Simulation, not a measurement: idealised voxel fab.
The process module that follows is named voxel quadruple lines.
It is cross-section cut that appears here, measuring 220 nm in width, its square cells being 5 nm in size.
Heads up, the way a cross-section reads in here is a grid of square cells, handed over as bands from the top down, with every band being one or more rows of cells.
Look at the band entry: it leads with the top's height and the bottom's height in nm. Then it lists the materials left to right, with a width in nm for each. The word "all across" on a single material says that material fills the band edge to edge. The word "empty" is empty space.
Zero point of the height axis is 0; under it, received wafer = one material. Lowest band: continues down indefinitely, "from 0 down".
The notation "30..40" denotes a width that varies across the rows of cells in the band, beginning at the first number in the top row, finishing at the second number in the bottom row, and changing by an identical amount from each row to the next.
Where a step carries "all unchanged", the cross-section came out of it unchanged, cell for cell.
The entry "Closed void catalog" lists the empty spaces that cover at least 8 cells and have no open path to the top. Each is written as width x height at distance, where the distance is measured from the left edge and all three values are in nm.
The remark found on a step's line after its settings is issued by the simulator itself and pertains to that step.
"overlay nm", when on a step's line for a step with a mask, measures how far to the right of its planned place the mask lay; a negative measure means to the left.
Quick note on how to read the rest: it's all pairs. You get the cross-section before a process step and the one after, but the after one only goes down as far as the lowest band that changed. The step in between, with its settings, sits under the pair. Heads up, the pairs can come from different runs of this module on the same starting wafer, so don't assume a pair picks up from the one above unless its "Before the process" entry says it does.
### Before the process
- from 45 to 25 = 10 nm empty, 10 nm SiCN, 15 nm empty, 10 nm SiCN, 25 nm empty, 10 nm SiCN, 15 nm empty, 10 nm SiCN, 5 nm empty, 10 nm SiCN, 15 nm empty, 10 nm SiCN, 25 nm empty, 10 nm SiCN, 15 nm empty, 10 nm SiCN, 15 nm empty
- from 25 to 10 = W all across
- from 10 to 0 = SiO2 all across
- from 0 down = Si all across
- Closed void catalog: none
### Section After Processing
- from 45 to 25 = 10 nm empty, 10 nm SiCN, 15 nm empty, 10 nm SiCN, 25 nm empty, 10 nm SiCN, 15 nm empty, 10 nm SiCN, 5 nm empty, 10 nm SiCN, 15 nm empty, 10 nm SiCN, 25 nm empty, 10 nm SiCN, 15 nm empty, 10 nm SiCN, 15 nm empty
- from 25 to 10 = 10 nm empty, 10 nm W, 15 nm empty, 10 nm W, 25 nm empty, 10 nm W, 15 nm empty, 10 nm W, 5 nm empty, 10 nm W, 15 nm empty, 10 nm W, 25 nm empty, 10 nm W, 15 nm empty, 10 nm W, 15 nm empty
- For the remainder of the cross-section, below 10, there is no change.
- Closed void catalog: none
Connecting step for the cross-sections above: DIRECTIONAL_ETCH | etch materials W | depth nm 15
Before the process: equal to the after panel directly above.
### Section After Processing
- from 25 to 10 = 10 nm empty, 10 nm W, 15 nm empty, 10 nm W, 25 nm empty, 10 nm W, 15 nm empty, 10 nm W, 5 nm empty, 10 nm W, 15 nm empty, 10 nm W, 25 nm empty, 10 nm W, 15 nm empty, 10 nm W, 15 nm empty
- For the remainder of the cross-section, below 10, there is no change.
- Closed void catalog: none
Connecting step for the cross-sections above: STRIP | etch materials SiCN
Before the process: equal to the after panel directly above.
### Section After Processing
- from 30 to 25 = SiO2 all across
- from 25 to 10 = 10 nm SiO2, 10 nm W, 15 nm SiO2, 10 nm W, 25 nm SiO2, 10 nm W, 15 nm SiO2, 10 nm W, 5 nm SiO2, 10 nm W, 15 nm SiO2, 10 nm W, 25 nm SiO2, 10 nm W, 15 nm SiO2, 10 nm W, 15 nm SiO2
- For the remainder of the cross-section, below 10, there is no change.
- Closed void catalog: none
Connecting step for the cross-sections above: FILL_DEP | material SiO2 | thk nm 5
Before the process: equal to the after panel directly above.
### Section After Processing
- from 25 to 10 = 10 nm SiO2, 10 nm W, 15 nm SiO2, 10 nm W, 25 nm SiO2, 10 nm W, 15 nm SiO2, 10 nm W, 5 nm SiO2, 10 nm W, 15 nm SiO2, 10 nm W, 25 nm SiO2, 10 nm W, 15 nm SiO2, 10 nm W, 15 nm SiO2
- For the remainder of the cross-section, below 10, there is no change.
- Closed void catalog: none
Connecting step for the cross-sections above: CMP | height nm 25
### Before the process
- from 70 to 45 = aC all across
- from 45 to 25 = polySi all across
- from 25 to 10 = W all across
- from 10 to 0 = SiO2 all across
- from 0 down = Si all across
- Closed void catalog: none
### Section After Processing
- from 105 to 70 = 45 nm empty, 35 nm resist, 65 nm empty, 35 nm resist, 40 nm empty
- For the remainder of the cross-section, below 70, there is no change.
- Closed void catalog: none
Connecting step for the cross-sections above: PATTERN | tone cover | mask id MANDREL | material resist | width nm 35 | pitch nm 100 | thk nm 35 | overlay nm 5
Before the process: equal to the after panel directly above.
### Section After Processing
- from 80 to 70 = 45 nm empty, 35 nm resist, 65 nm empty, 35 nm resist, 40 nm empty
- from 70 to 45 = 45 nm empty, 35 nm aC, 65 nm empty, 35 nm aC, 40 nm empty
- For the remainder of the cross-section, below 45, there is no change.
- Closed void catalog: none
Connecting step for the cross-sections above: DIRECTIONAL_ETCH | etch materials aC | depth nm 25
Before the process: equal to the after panel directly above.
### Section After Processing
- from 70 to 45 = 45 nm empty, 35 nm aC, 65 nm empty, 35 nm aC, 40 nm empty
- For the remainder of the cross-section, below 45, there is no change.
- Closed void catalog: none
Connecting step for the cross-sections above: STRIP | etch materials resist
Before the process: equal to the after panel directly above.
### Section After Processing
- from 85 to 70 = 30 nm empty, 65 nm SiO2, 35 nm empty, 65 nm SiO2, 25 nm empty
- from 70 to 60 = 30 nm empty, 15 nm SiO2, 35 nm aC, 15 nm SiO2, 35 nm empty, 15 nm SiO2, 35 nm aC, 15 nm SiO2, 25 nm empty
- from 60 to 45 = 45 nm SiO2, 35 nm aC, 65 nm SiO2, 35 nm aC, 40 nm SiO2
- For the remainder of the cross-section, below 45, there is no change.
- Closed void catalog: none
Connecting step for the cross-sections above: CONFORMAL_DEP | material SiO2 | thk nm 15
Before the process: equal to the after panel directly above.
### Section After Processing
- from 70 to 45 = 30 nm empty, 15 nm SiO2, 35 nm aC, 15 nm SiO2, 35 nm empty, 15 nm SiO2, 35 nm aC, 15 nm SiO2, 25 nm empty
- For the remainder of the cross-section, below 45, there is no change.
- Closed void catalog: none
Connecting step for the cross-sections above: DIRECTIONAL_ETCH | etch materials SiO2 | depth nm 15
Before the process: equal to the after panel directly above.
### Section After Processing
- from 70 to 45 = 30 nm empty, 15 nm SiO2, 35 nm empty, 15 nm SiO2, 35 nm empty, 15 nm SiO2, 35 nm empty, 15 nm SiO2, 25 nm empty
- For the remainder of the cross-section, below 45, there is no change.
- Closed void catalog: none
Connecting step for the cross-sections above: STRIP | etch materials aC
Before the process: equal to the after panel directly above.
### Section After Processing
- from 70 to 45 = 30 nm empty, 15 nm SiO2, 35 nm empty, 15 nm SiO2, 35 nm empty, 15 nm SiO2, 35 nm empty, 15 nm SiO2, 25 nm empty
- from 45 to 25 = 30 nm empty, 15 nm polySi, 35 nm empty, 15 nm polySi, 35 nm empty, 15 nm polySi, 35 nm empty, 15 nm polySi, 25 nm empty
- For the remainder of the cross-section, below 25, there is no change.
- Closed void catalog: none
Connecting step for the cross-sections above: DIRECTIONAL_ETCH | etch materials polySi | depth nm 20
Before the process: equal to the after panel directly above.
### Section After Processing
- from 45 to 25 = 30 nm empty, 15 nm polySi, 35 nm empty, 15 nm polySi, 35 nm empty, 15 nm polySi, 35 nm empty, 15 nm polySi, 25 nm empty
- For the remainder of the cross-section, below 25, there is no change.
- Closed void catalog: none
Connecting step for the cross-sections above: STRIP | etch materials SiO2
Before the process: equal to the after panel directly above.
### Section After Processing
- from 55 to 45 = 20 nm empty, 35 nm SiCN, 15 nm empty, 35 nm SiCN, 15 nm empty, 35 nm SiCN, 15 nm empty, 35 nm SiCN, 15 nm empty
- from 45 to 35 = 20 nm empty, 10 nm SiCN, 15 nm polySi, 10 nm SiCN, 15 nm empty, 10 nm SiCN, 15 nm polySi, 10 nm SiCN, 15 nm empty, 10 nm SiCN, 15 nm polySi, 10 nm SiCN, 15 nm empty, 10 nm SiCN, 15 nm polySi, 10 nm SiCN, 15 nm empty
- from 35 to 25 = 30 nm SiCN, 15 nm polySi, 35 nm SiCN, 15 nm polySi, 35 nm SiCN, 15 nm polySi, 35 nm SiCN, 15 nm polySi, 25 nm SiCN
- For the remainder of the cross-section, below 25, there is no change.
- Closed void catalog: none
Connecting step for the cross-sections above: CONFORMAL_DEP | material SiCN | thk nm 10
Before the process: equal to the after panel directly above.
### Section After Processing
- from 45 to 25 = 20 nm empty, 10 nm SiCN, 15 nm polySi, 10 nm SiCN, 15 nm empty, 10 nm SiCN, 15 nm polySi, 10 nm SiCN, 15 nm empty, 10 nm SiCN, 15 nm polySi, 10 nm SiCN, 15 nm empty, 10 nm SiCN, 15 nm polySi, 10 nm SiCN, 15 nm empty
- For the remainder of the cross-section, below 25, there is no change.
- Closed void catalog: none
Connecting step for the cross-sections above: DIRECTIONAL_ETCH | etch materials SiCN | depth nm 10
Before the process: equal to the after panel directly above.
### Section After Processing
- from 45 to 25 = 20 nm empty, 10 nm SiCN, 15 nm empty, 10 nm SiCN, 15 nm empty, 10 nm SiCN, 15 nm empty, 10 nm SiCN, 15 nm empty, 10 nm SiCN, 15 nm empty, 10 nm SiCN, 15 nm empty, 10 nm SiCN, 15 nm empty, 10 nm SiCN, 15 nm empty
- For the remainder of the cross-section, below 25, there is no change.
- Closed void catalog: none
Connecting step for the cross-sections above: STRIP | etch materials polySi
Before the process: equal to the after panel directly above.
### Section After Processing
- from 45 to 25 = 20 nm empty, 10 nm SiCN, 15 nm empty, 10 nm SiCN, 15 nm empty, 10 nm SiCN, 15 nm empty, 10 nm SiCN, 15 nm empty, 10 nm SiCN, 15 nm empty, 10 nm SiCN, 15 nm empty, 10 nm SiCN, 15 nm empty, 10 nm SiCN, 15 nm empty
- from 25 to 10 = 20 nm empty, 10 nm W, 15 nm empty, 10 nm W, 15 nm empty, 10 nm W, 15 nm empty, 10 nm W, 15 nm empty, 10 nm W, 15 nm empty, 10 nm W, 15 nm empty, 10 nm W, 15 nm empty, 10 nm W, 15 nm empty
- For the remainder of the cross-section, below 10, there is no change.
- Closed void catalog: none
Connecting step for the cross-sections above: DIRECTIONAL_ETCH | etch materials W | depth nm 15
Before the process: equal to the after panel directly above.
### Section After Processing
- from 25 to 10 = 20 nm empty, 10 nm W, 15 nm empty, 10 nm W, 15 nm empty, 10 nm W, 15 nm empty, 10 nm W, 15 nm empty, 10 nm W, 15 nm empty, 10 nm W, 15 nm empty, 10 nm W, 15 nm empty, 10 nm W, 15 nm empty
- For the remainder of the cross-section, below 10, there is no change.
- Closed void catalog: none
Connecting step for the cross-sections above: STRIP | etch materials SiCN
Before the process: equal to the after panel directly above.
### Section After Processing
- from 30 to 25 = SiO2 all across
- from 25 to 10 = 20 nm SiO2, 10 nm W, 15 nm SiO2, 10 nm W, 15 nm SiO2, 10 nm W, 15 nm SiO2, 10 nm W, 15 nm SiO2, 10 nm W, 15 nm SiO2, 10 nm W, 15 nm SiO2, 10 nm W, 15 nm SiO2, 10 nm W, 15 nm SiO2
- For the remainder of the cross-section, below 10, there is no change.
- Closed void catalog: none
Connecting step for the cross-sections above: FILL_DEP | material SiO2 | thk nm 5
Before the process: equal to the after panel directly above.
### Section After Processing
- from 25 to 10 = 20 nm SiO2, 10 nm W, 15 nm SiO2, 10 nm W, 15 nm SiO2, 10 nm W, 15 nm SiO2, 10 nm W, 15 nm SiO2, 10 nm W, 15 nm SiO2, 10 nm W, 15 nm SiO2, 10 nm W, 15 nm SiO2, 10 nm W, 15 nm SiO2
- For the remainder of the cross-section, below 10, there is no change.
- Closed void catalog: none
Connecting step for the cross-sections above: CMP | height nm 25
### Before the process
- from 10 to 0 = SiO2 all across
- from 0 down = Si all across
- Closed void catalog: none
### Section After Processing
- from 25 to 10 = aC all across
- For the remainder of the cross-section, below 10, there is no change.
- Closed void catalog: none
Connecting step for the cross-sections above: DIRECTIONAL_DEP | material aC | thk nm 15
Before the process: equal to the after panel directly above.
### Section After Processing
- from 45 to 25 = polySi all across
- For the remainder of the cross-section, below 25, there is no change.
- Closed void catalog: none
Connecting step for the cross-sections above: DIRECTIONAL_DEP | material polySi | thk nm 20
Before the process: equal to the after panel directly above.
### Section After Processing
- from 70 to 45 = aC all across
- For the remainder of the cross-section, below 45, there is no change.
- Closed void catalog: none
Connecting step for the cross-sections above: DIRECTIONAL_DEP | material aC | thk nm 25
Before the process: equal to the after panel directly above.
### Section After Processing
- from 105 to 70 = 40 nm empty, 35 nm resist, 65 nm empty, 35 nm resist, 45 nm empty
- For the remainder of the cross-section, below 70, there is no change.
- Closed void catalog: none
Connecting step for the cross-sections above: PATTERN | tone cover | mask id MANDREL | material resist | width nm 35 | pitch nm 100 | thk nm 35 | overlay nm 0
Before the process: equal to the after panel directly above.
### Section After Processing
- from 80 to 70 = 40 nm empty, 35 nm resist, 65 nm empty, 35 nm resist, 45 nm empty
- from 70 to 45 = 40 nm empty, 35 nm aC, 65 nm empty, 35 nm aC, 45 nm empty
- For the remainder of the cross-section, below 45, there is no change.
- Closed void catalog: none
Connecting step for the cross-sections above: DIRECTIONAL_ETCH | etch materials aC | depth nm 25
Before the process: equal to the after panel directly above.
### Section After Processing
- from 70 to 45 = 40 nm empty, 35 nm aC, 65 nm empty, 35 nm aC, 45 nm empty
- For the remainder of the cross-section, below 45, there is no change.
- Closed void catalog: none
Connecting step for the cross-sections above: STRIP | etch materials resist
Before the process: equal to the after panel directly above.
### Section After Processing
- from 85 to 70 = 25 nm empty, 65 nm SiO2, 35 nm empty, 65 nm SiO2, 30 nm empty
- from 70 to 60 = 25 nm empty, 15 nm SiO2, 35 nm aC, 15 nm SiO2, 35 nm empty, 15 nm SiO2, 35 nm aC, 15 nm SiO2, 30 nm empty
- from 60 to 45 = 40 nm SiO2, 35 nm aC, 65 nm SiO2, 35 nm aC, 45 nm SiO2
- For the remainder of the cross-section, below 45, there is no change.
- Closed void catalog: none
Connecting step for the cross-sections above: CONFORMAL_DEP | material SiO2 | thk nm 15
Before the process: equal to the after panel directly above.
### Section After Processing
- from 70 to 45 = 25 nm empty, 15 nm SiO2, 35 nm aC, 15 nm SiO2, 35 nm empty, 15 nm SiO2, 35 nm aC, 15 nm SiO2, 30 nm empty
- For the remainder of the cross-section, below 45, there is no change.
- Closed void catalog: none
Connecting step for the cross-sections above: DIRECTIONAL_ETCH | etch materials SiO2 | depth nm 15
Before the process: equal to the after panel directly above.
### Section After Processing
- from 70 to 45 = 25 nm empty, 15 nm SiO2, 35 nm empty, 15 nm SiO2, 35 nm empty, 15 nm SiO2, 35 nm empty, 15 nm SiO2, 30 nm empty
- For the remainder of the cross-section, below 45, there is no change.
- Closed void catalog: none
Connecting step for the cross-sections above: STRIP | etch materials aC
Before the process: equal to the after panel directly above.
### Section After Processing
- from 70 to 45 = 25 nm empty, 15 nm SiO2, 35 nm empty, 15 nm SiO2, 35 nm empty, 15 nm SiO2, 35 nm empty, 15 nm SiO2, 30 nm empty
- from 45 to 25 = 25 nm empty, 15 nm polySi, 35 nm empty, 15 nm polySi, 35 nm empty, 15 nm polySi, 35 nm empty, 15 nm polySi, 30 nm empty
- For the remainder of the cross-section, below 25, there is no change.
- Closed void catalog: none
Connecting step for the cross-sections above: DIRECTIONAL_ETCH | etch materials polySi | depth nm 20
Before the process: equal to the after panel directly above.
### Section After Processing
- from 45 to 25 = 25 nm empty, 15 nm polySi, 35 nm empty, 15 nm polySi, 35 nm empty, 15 nm polySi, 35 nm empty, 15 nm polySi, 30 nm empty
- For the remainder of the cross-section, below 25, there is no change.
- Closed void catalog: none
Connecting step for the cross-sections above: STRIP | etch materials SiO2
Before the process: equal to the after panel directly above.
### Section After Processing
- from 55 to 45 = 15 nm empty, 35 nm SiCN, 15 nm empty, 35 nm SiCN, 15 nm empty, 35 nm SiCN, 15 nm empty, 35 nm SiCN, 20 nm empty
- from 45 to 35 = 15 nm empty, 10 nm SiCN, 15 nm polySi, 10 nm SiCN, 15 nm empty, 10 nm SiCN, 15 nm polySi, 10 nm SiCN, 15 nm empty, 10 nm SiCN, 15 nm polySi, 10 nm SiCN, 15 nm empty, 10 nm SiCN, 15 nm polySi, 10 nm SiCN, 20 nm empty
- from 35 to 25 = 25 nm SiCN, 15 nm polySi, 35 nm SiCN, 15 nm polySi, 35 nm SiCN, 15 nm polySi, 35 nm SiCN, 15 nm polySi, 30 nm SiCN
- For the remainder of the cross-section, below 25, there is no change.
- Closed void catalog: none
Connecting step for the cross-sections above: CONFORMAL_DEP | material SiCN | thk nm 10
Before the process: equal to the after panel directly above.
### Section After Processing
- from 45 to 25 = 15 nm empty, 10 nm SiCN, 15 nm polySi, 10 nm SiCN, 15 nm empty, 10 nm SiCN, 15 nm polySi, 10 nm SiCN, 15 nm empty, 10 nm SiCN, 15 nm polySi, 10 nm SiCN, 15 nm empty, 10 nm SiCN, 15 nm polySi, 10 nm SiCN, 20 nm empty
- For the remainder of the cross-section, below 25, there is no change.
- Closed void catalog: none
Connecting step for the cross-sections above: DIRECTIONAL_ETCH | etch materials SiCN | depth nm 10
Before the process: equal to the after panel directly above.
### Section After Processing
- from 45 to 25 = 15 nm empty, 10 nm SiCN, 15 nm empty, 10 nm SiCN, 15 nm empty, 10 nm SiCN, 15 nm empty, 10 nm SiCN, 15 nm empty, 10 nm SiCN, 15 nm empty, 10 nm SiCN, 15 nm empty, 10 nm SiCN, 15 nm empty, 10 nm SiCN, 20 nm empty
- For the remainder of the cross-section, below 25, there is no change.
- Closed void catalog: none
Connecting step for the cross-sections above: STRIP | etch materials polySi
Before the process: equal to the after panel directly above.
### Section After Processing
- from 25 to 10 = aC all across
- For the remainder of the cross-section, below 10, there is no change.
- Closed void catalog: none
Connecting step for the cross-sections above: STRIP | etch materials SiCN
Before the process: equal to the after panel directly above.
### Section After Processing
- from 30 to 25 = SiO2 all across
- For the remainder of the cross-section, below 25, there is no change.
- Closed void catalog: none
Connecting step for the cross-sections above: FILL_DEP | material SiO2 | thk nm 5
Before the process: equal to the after panel directly above.
### Section After Processing
- from 25 to 10 = aC all across
- For the remainder of the cross-section, below 10, there is no change.
- Closed void catalog: none
Connecting step for the cross-sections above: CMP | height nm 25
### Before the process
- from 70 to 45 = aC all across
- from 45 to 25 = polySi all across
- from 25 to 10 = W all across
- from 10 to 0 = SiO2 all across
- from 0 down = Si all across
- Closed void catalog: none
### Section After Processing
- from 105 to 70 = 40 nm resist, 35 nm empty, 65 nm resist, 35 nm empty, 45 nm resist
- For the remainder of the cross-section, below 70, there is no change.
- Closed void catalog: none
Connecting step for the cross-sections above: PATTERN | tone open | mask id MANDREL | material resist | width nm 35 | pitch nm 100 | thk nm 35 | overlay nm 0
Before the process: equal to the after panel directly above.
### Section After Processing
- from 80 to 70 = 40 nm resist, 35 nm empty, 65 nm resist, 35 nm empty, 45 nm resist
- from 70 to 45 = 40 nm aC, 35 nm empty, 65 nm aC, 35 nm empty, 45 nm aC
- For the remainder of the cross-section, below 45, there is no change.
- Closed void catalog: none
Connecting step for the cross-sections above: DIRECTIONAL_ETCH | etch materials aC | depth nm 25
Before the process: equal to the after panel directly above.
### Section After Processing
- from 70 to 45 = 40 nm aC, 35 nm empty, 65 nm aC, 35 nm empty, 45 nm aC
- For the remainder of the cross-section, below 45, there is no change.
- Closed void catalog: none
Connecting step for the cross-sections above: STRIP | etch materials resist
Before the process: equal to the after panel directly above.
### Section After Processing
- from 85 to 70 = 55 nm SiO2, 5 nm empty, 95 nm SiO2, 5 nm empty, 60 nm SiO2
- from 70 to 60 = 40 nm aC, 15 nm SiO2, 5 nm empty, 15 nm SiO2, 65 nm aC, 15 nm SiO2, 5 nm empty, 15 nm SiO2, 45 nm aC
- from 60 to 45 = 40 nm aC, 35 nm SiO2, 65 nm aC, 35 nm SiO2, 45 nm aC
- For the remainder of the cross-section, below 45, there is no change.
- Closed void catalog: none
Connecting step for the cross-sections above: CONFORMAL_DEP | material SiO2 | thk nm 15
Before the process: equal to the after panel directly above.
### Section After Processing
- from 70 to 45 = 40 nm aC, 15 nm SiO2, 5 nm empty, 15 nm SiO2, 65 nm aC, 15 nm SiO2, 5 nm empty, 15 nm SiO2, 45 nm aC
- For the remainder of the cross-section, below 45, there is no change.
- Closed void catalog: none
Connecting step for the cross-sections above: DIRECTIONAL_ETCH | etch materials SiO2 | depth nm 15
Before the process: equal to the after panel directly above.
### Section After Processing
- from 70 to 45 = 40 nm empty, 15 nm SiO2, 5 nm empty, 15 nm SiO2, 65 nm empty, 15 nm SiO2, 5 nm empty, 15 nm SiO2, 45 nm empty
- For the remainder of the cross-section, below 45, there is no change.
- Closed void catalog: none
Connecting step for the cross-sections above: STRIP | etch materials aC
Before the process: equal to the after panel directly above.
### Section After Processing
- from 70 to 45 = 40 nm empty, 15 nm SiO2, 5 nm empty, 15 nm SiO2, 65 nm empty, 15 nm SiO2, 5 nm empty, 15 nm SiO2, 45 nm empty
- from 45 to 25 = 40 nm empty, 15 nm polySi, 5 nm empty, 15 nm polySi, 65 nm empty, 15 nm polySi, 5 nm empty, 15 nm polySi, 45 nm empty
- For the remainder of the cross-section, below 25, there is no change.
- Closed void catalog: none
Connecting step for the cross-sections above: DIRECTIONAL_ETCH | etch materials polySi | depth nm 20
Before the process: equal to the after panel directly above.
### Section After Processing
- from 45 to 25 = 40 nm empty, 15 nm polySi, 5 nm empty, 15 nm polySi, 65 nm empty, 15 nm polySi, 5 nm empty, 15 nm polySi, 45 nm empty
- For the remainder of the cross-section, below 25, there is no change.
- Closed void catalog: none
Connecting step for the cross-sections above: STRIP | etch materials SiO2
Before the process: equal to the after panel directly above.
### Section After Processing
- from 55 to 45 = 30 nm empty, 55 nm SiCN, 45 nm empty, 55 nm SiCN, 35 nm empty
- from 45 to 35 = 30 nm empty, 10 nm SiCN, 15 nm polySi, 5 nm SiCN, 15 nm polySi, 10 nm SiCN, 45 nm empty, 10 nm SiCN, 15 nm polySi, 5 nm SiCN, 15 nm polySi, 10 nm SiCN, 35 nm empty
- from 35 to 25 = 40 nm SiCN, 15 nm polySi, 5 nm SiCN, 15 nm polySi, 65 nm SiCN, 15 nm polySi, 5 nm SiCN, 15 nm polySi, 45 nm SiCN
- For the remainder of the cross-section, below 25, there is no change.
- Closed void catalog: none
Connecting step for the cross-sections above: CONFORMAL_DEP | material SiCN | thk nm 10
Before the process: equal to the after panel directly above.
### Section After Processing
- from 45 to 25 = 30 nm empty, 10 nm SiCN, 15 nm polySi, 5 nm SiCN, 15 nm polySi, 10 nm SiCN, 45 nm empty, 10 nm SiCN, 15 nm polySi, 5 nm SiCN, 15 nm polySi, 10 nm SiCN, 35 nm empty
- For the remainder of the cross-section, below 25, there is no change.
- Closed void catalog: none
Connecting step for the cross-sections above: DIRECTIONAL_ETCH | etch materials SiCN | depth nm 10
Before the process: equal to the after panel directly above.
### Section After Processing
- from 45 to 25 = 30 nm empty, 10 nm SiCN, 15 nm empty, 5 nm SiCN, 15 nm empty, 10 nm SiCN, 45 nm empty, 10 nm SiCN, 15 nm empty, 5 nm SiCN, 15 nm empty, 10 nm SiCN, 35 nm empty
- For the remainder of the cross-section, below 25, there is no change.
- Closed void catalog: none
Connecting step for the cross-sections above: STRIP | etch materials polySi
Before the process: equal to the after panel directly above.
### Section After Processing
- from 45 to 25 = 30 nm empty, 10 nm SiCN, 15 nm empty, 5 nm SiCN, 15 nm empty, 10 nm SiCN, 45 nm empty, 10 nm SiCN, 15 nm empty, 5 nm SiCN, 15 nm empty, 10 nm SiCN, 35 nm empty
- from 25 to 10 = 30 nm empty, 10 nm W, 15 nm empty, 5 nm W, 15 nm empty, 10 nm W, 45 nm empty, 10 nm W, 15 nm empty, 5 nm W, 15 nm empty, 10 nm W, 35 nm empty
- For the remainder of the cross-section, below 10, there is no change.
- Closed void catalog: none
Connecting step for the cross-sections above: DIRECTIONAL_ETCH | etch materials W | depth nm 15
Before the process: equal to the after panel directly above.
### Section After Processing
- from 25 to 10 = 30 nm empty, 10 nm W, 15 nm empty, 5 nm W, 15 nm empty, 10 nm W, 45 nm empty, 10 nm W, 15 nm empty, 5 nm W, 15 nm empty, 10 nm W, 35 nm empty
- For the remainder of the cross-section, below 10, there is no change.
- Closed void catalog: none
Connecting step for the cross-sections above: STRIP | etch materials SiCN
Before the process: equal to the after panel directly above.
### Section After Processing
- from 30 to 25 = SiO2 all across
- from 25 to 10 = 30 nm SiO2, 10 nm W, 15 nm SiO2, 5 nm W, 15 nm SiO2, 10 nm W, 45 nm SiO2, 10 nm W, 15 nm SiO2, 5 nm W, 15 nm SiO2, 10 nm W, 35 nm SiO2
- For the remainder of the cross-section, below 10, there is no change.
- Closed void catalog: none
Connecting step for the cross-sections above: FILL_DEP | material SiO2 | thk nm 5
Before the process: equal to the after panel directly above.
### Section After Processing
- from 25 to 10 = 30 nm SiO2, 10 nm W, 15 nm SiO2, 5 nm W, 15 nm SiO2, 10 nm W, 45 nm SiO2, 10 nm W, 15 nm SiO2, 5 nm W, 15 nm SiO2, 10 nm W, 35 nm SiO2
- For the remainder of the cross-section, below 10, there is no change.
- Closed void catalog: none
Connecting step for the cross-sections above: CMP | height nm 25
